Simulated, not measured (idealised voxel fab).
Herein follows the process module entitled voxel self aligned vias.
Cross-sectional view cut (width: 140 nm; square cell size: 5 nm).
How to read a cross-section here: the picture is a grid of square cells, written as bands going from the top down, and any band can span one or more rows of cells. What a band's entry tells you: where the top is and where the bottom is, as heights in nm, and after that what lies inside, material by material from left to right, each with its width in nm. Empty space is written as the word "empty", and a single material marked with the word "everywhere" occupies the band from edge to edge. A quick word on heights: they are counted from 0, and under that level the wafer as it came to us is one material throughout. The lowest band is different from the rest in having no bottom; it simply continues downward, written as in "0 nm and below". The width entry "30 to 40" should be interpreted row by row: the top row of cells in the band takes the first number, the bottom row takes the second number, and the change between adjacent rows is uniform throughout. "no alterations made" (step): cross-section cells unchanged, all of them. Closed empty spaces (no open way to the top) of 8 cells or more are what "Enclosed voids" lists, each as width x height at distance from the left edge, nm for all three. Note: text after step settings on the step line = simulator remark on that step. Among the settings permitted on a step's line is "overlay nm"; applied to a step with a mask, it specifies the extent to which the mask lay to the right of its planned position, whereas a negative figure signifies a position to the left.
## List of planned process steps
- 1: RECEIVE with material Si
- 2: CONFORMAL_DEP with material SiO2, thk nm 10
- 3: CONFORMAL_DEP with material SiCN, thk nm 5
- 4: DIRECTIONAL_DEP with material lowk, thk nm 20
- 5: MASKED_ETCH with tone open, mask id LINES, width nm 30, pitch nm 70, etch materials lowk, depth nm 20, overlay nm 0
- 6: CONFORMAL_DEP with material TiN, thk nm 5
- 7: FILL_DEP with material Ru, thk nm 5
- 8: CMP with height nm 35
- 9: SELECTIVE_ETCH with etch materials W Ru TiN, depth nm 5
- 10: FILL_DEP with material SiN, thk nm 10
- 11: CMP with height nm 35
- 12: DIRECTIONAL_DEP with material lowk, thk nm 20
- 13: PATTERN with tone open, mask id VIAS, material resist, width nm 40, thk nm 20, overlay nm 0
- 14: DIRECTIONAL_ETCH with etch materials lowk, depth nm 20
- 15: DIRECTIONAL_ETCH with etch materials SiN, depth nm 5
- 16: STRIP with etch materials resist
- 17: CONFORMAL_DEP with material TiN, thk nm 5
- 18: FILL_DEP with material Cu, thk nm 10
- 19: CMP with height nm 55
- 20: CONFORMAL_DEP with material SiCN, thk nm 5
## First wafer of two (run as planned)
## Here's what the wafer looked like in cross-section when it arrived - that's after step 1
    0 nm and below | Si everywhere
    Enclosed voids: none
## State of the wafer after step 2, shown in cross-section
    10 nm to 0 nm | SiO2 everywhere
    Unchanged below 0.
## State of the wafer after step 3, shown in cross-section
    15 nm to 10 nm | SiCN everywhere
    Unchanged below 10.
## State of the wafer after step 4, shown in cross-section
    35 nm to 15 nm | lowk everywhere
    Unchanged below 15.
## State of the wafer after step 5, shown in cross-section
    35 nm to 15 nm | 20 of lowk | 30 of empty | 40 of lowk | 30 of empty | 20 of lowk
    Unchanged below 15.
## State of the wafer after step 6, shown in cross-section
    40 nm to 35 nm | 25 of TiN | 20 of empty | 50 of TiN | 20 of empty | 25 of TiN
    35 nm to 20 nm | 20 of lowk | 5 of TiN | 20 of empty | 5 of TiN | 40 of lowk | 5 of TiN | 20 of empty | 5 of TiN | 20 of lowk
    20 nm to 15 nm | 20 of lowk | 30 of TiN | 40 of lowk | 30 of TiN | 20 of lowk
    Unchanged below 15.
## State of the wafer after step 7, shown in cross-section
    45 nm to 40 nm | Ru everywhere
    40 nm to 35 nm | 25 of TiN | 20 of Ru | 50 of TiN | 20 of Ru | 25 of TiN
    35 nm to 20 nm | 20 of lowk | 5 of TiN | 20 of Ru | 5 of TiN | 40 of lowk | 5 of TiN | 20 of Ru | 5 of TiN | 20 of lowk
    Unchanged below 20.
## State of the wafer after step 8, shown in cross-section
    35 nm to 20 nm | 20 of lowk | 5 of TiN | 20 of Ru | 5 of TiN | 40 of lowk | 5 of TiN | 20 of Ru | 5 of TiN | 20 of lowk
    Unchanged below 20.
## State of the wafer after step 9, shown in cross-section
    35 nm to 30 nm | 20 of lowk | 30 of empty | 40 of lowk | 30 of empty | 20 of lowk
    Unchanged below 30.
## State of the wafer after step 10, shown in cross-section
    45 nm to 35 nm | SiN everywhere
    35 nm to 30 nm | 20 of lowk | 30 of SiN | 40 of lowk | 30 of SiN | 20 of lowk
    Unchanged below 30.
## State of the wafer after step 11, shown in cross-section
    35 nm to 30 nm | 20 of lowk | 30 of SiN | 40 of lowk | 30 of SiN | 20 of lowk
    Unchanged below 30.
## State of the wafer after step 12, shown in cross-section
    55 nm to 35 nm | lowk everywhere
    Unchanged below 35.
## State of the wafer after step 13, shown in cross-section
    75 nm to 55 nm | 15 of resist | 40 of empty | 85 of resist
    Unchanged below 55.
## State of the wafer after step 14, shown in cross-section
    75 nm to 55 nm | 15 of resist | 40 of empty | 85 of resist
    55 nm to 35 nm | 15 of lowk | 40 of empty | 85 of lowk
    Unchanged below 35.
## State of the wafer after step 15, shown in cross-section
    75 nm to 55 nm | 15 of resist | 40 of empty | 85 of resist
    55 nm to 35 nm | 15 of lowk | 40 of empty | 85 of lowk
    35 nm to 30 nm | 20 of lowk | 30 of empty | 40 of lowk | 30 of SiN | 20 of lowk
    Unchanged below 30.
## State of the wafer after step 16, shown in cross-section
    55 nm to 35 nm | 15 of lowk | 40 of empty | 85 of lowk
    Unchanged below 35.
## State of the wafer after step 17, shown in cross-section
    60 nm to 55 nm | 20 of TiN | 30 of empty | 90 of TiN
    55 nm to 40 nm | 15 of lowk | 5 of TiN | 30 of empty | 5 of TiN | 85 of lowk
    40 nm to 35 nm | 15 of lowk | 10 of TiN | 20 of empty | 10 of TiN | 85 of lowk
    35 nm to 30 nm | 20 of lowk | 30 of TiN | 40 of lowk | 30 of SiN | 20 of lowk
    Unchanged below 30.
## State of the wafer after step 18, shown in cross-section
    70 nm to 60 nm | Cu everywhere
    60 nm to 55 nm | 20 of TiN | 30 of Cu | 90 of TiN
    55 nm to 40 nm | 15 of lowk | 5 of TiN | 30 of Cu | 5 of TiN | 85 of lowk
    40 nm to 35 nm | 15 of lowk | 10 of TiN | 20 of Cu | 10 of TiN | 85 of lowk
    Unchanged below 35.
## State of the wafer after step 19, shown in cross-section
    55 nm to 40 nm | 15 of lowk | 5 of TiN | 30 of Cu | 5 of TiN | 85 of lowk
    Unchanged below 40.
## State of the wafer after step 20, shown in cross-section
    60 nm to 55 nm | SiCN everywhere
    Unchanged below 55.
## Wafer two. Identical start, identical plan. One mistake in execution. Identical history through step 1
## Second wafer, cut view, end of step 2 per plan
    15 nm to 0 nm | SiO2 everywhere
    Unchanged below 0.
## Second wafer, cut view, end of step 3 per plan
    20 nm to 15 nm | SiCN everywhere
    Unchanged below 15.
## Second wafer, cut view, end of step 4 per plan
    40 nm to 20 nm | lowk everywhere
    Unchanged below 20.
## Second wafer, cut view, end of step 5 per plan
    40 nm to 20 nm | 20 of lowk | 30 of empty | 40 of lowk | 30 of empty | 20 of lowk
    Unchanged below 20.
## Second wafer, cut view, end of step 6 per plan
    45 nm to 40 nm | 25 of TiN | 20 of empty | 50 of TiN | 20 of empty | 25 of TiN
    40 nm to 25 nm | 20 of lowk | 5 of TiN | 20 of empty | 5 of TiN | 40 of lowk | 5 of TiN | 20 of empty | 5 of TiN | 20 of lowk
    25 nm to 20 nm | 20 of lowk | 30 of TiN | 40 of lowk | 30 of TiN | 20 of lowk
    Unchanged below 20.
## Second wafer, cut view, end of step 7 per plan
    50 nm to 45 nm | Ru everywhere
    45 nm to 40 nm | 25 of TiN | 20 of Ru | 50 of TiN | 20 of Ru | 25 of TiN
    40 nm to 25 nm | 20 of lowk | 5 of TiN | 20 of Ru | 5 of TiN | 40 of lowk | 5 of TiN | 20 of Ru | 5 of TiN | 20 of lowk
    Unchanged below 25.
## Second wafer, cut view, end of step 8 per plan
    35 nm to 25 nm | 20 of lowk | 5 of TiN | 20 of Ru | 5 of TiN | 40 of lowk | 5 of TiN | 20 of Ru | 5 of TiN | 20 of lowk
    Unchanged below 25.
## Second wafer, cut view, end of step 9 per plan
    35 nm to 30 nm | 20 of lowk | 30 of empty | 40 of lowk | 30 of empty | 20 of lowk
    Unchanged below 30.
## Second wafer, cut view, end of step 10 per plan
    45 nm to 35 nm | SiN everywhere
    35 nm to 30 nm | 20 of lowk | 30 of SiN | 40 of lowk | 30 of SiN | 20 of lowk
    Unchanged below 30.
## Second wafer, cut view, end of step 11 per plan
    35 nm to 30 nm | 20 of lowk | 30 of SiN | 40 of lowk | 30 of SiN | 20 of lowk
    Unchanged below 30.
## Second wafer, cut view, end of step 12 per plan
    55 nm to 35 nm | lowk everywhere
    Unchanged below 35.
## Second wafer, cut view, end of step 13 per plan
    75 nm to 55 nm | 15 of resist | 40 of empty | 85 of resist
    Unchanged below 55.
## Second wafer, cut view, end of step 14 per plan
    75 nm to 55 nm | 15 of resist | 40 of empty | 85 of resist
    55 nm to 35 nm | 15 of lowk | 40 of empty | 85 of lowk
    Unchanged below 35.
## Second wafer, cut view, end of step 15 per plan
    75 nm to 55 nm | 15 of resist | 40 of empty | 85 of resist
    55 nm to 35 nm | 15 of lowk | 40 of empty | 85 of lowk
    35 nm to 30 nm | 20 of lowk | 30 of empty | 40 of lowk | 30 of SiN | 20 of lowk
    Unchanged below 30.
## Second wafer, cut view, end of step 16 per plan
    55 nm to 35 nm | 15 of lowk | 40 of empty | 85 of lowk
    Unchanged below 35.
## Second wafer, cut view, end of step 17 per plan
    60 nm to 55 nm | 20 of TiN | 30 of empty | 90 of TiN
    55 nm to 40 nm | 15 of lowk | 5 of TiN | 30 of empty | 5 of TiN | 85 of lowk
    40 nm to 35 nm | 15 of lowk | 10 of TiN | 20 of empty | 10 of TiN | 85 of lowk
    35 nm to 30 nm | 20 of lowk | 30 of TiN | 40 of lowk | 30 of SiN | 20 of lowk
    Unchanged below 30.
## Second wafer, cut view, end of step 18 per plan
    70 nm to 60 nm | Cu everywhere
    60 nm to 55 nm | 20 of TiN | 30 of Cu | 90 of TiN
    55 nm to 40 nm | 15 of lowk | 5 of TiN | 30 of Cu | 5 of TiN | 85 of lowk
    40 nm to 35 nm | 15 of lowk | 10 of TiN | 20 of Cu | 10 of TiN | 85 of lowk
    Unchanged below 35.
## Second wafer, cut view, end of step 19 per plan
    55 nm to 40 nm | 15 of lowk | 5 of TiN | 30 of Cu | 5 of TiN | 85 of lowk
    Unchanged below 40.
## Second wafer, cut view, end of step 20 per plan
    60 nm to 55 nm | SiCN everywhere
    Unchanged below 55.
The mistake made against the process plan was this: in deviation from the planned setting, step 2 was conducted as CONFORMAL_DEP with material SiO2, thk nm 15
Final difference in cells, second wafer against first, listed per material as more or fewer: Ru -8 | SiO2 +28 | TiN -4 | lowk -16
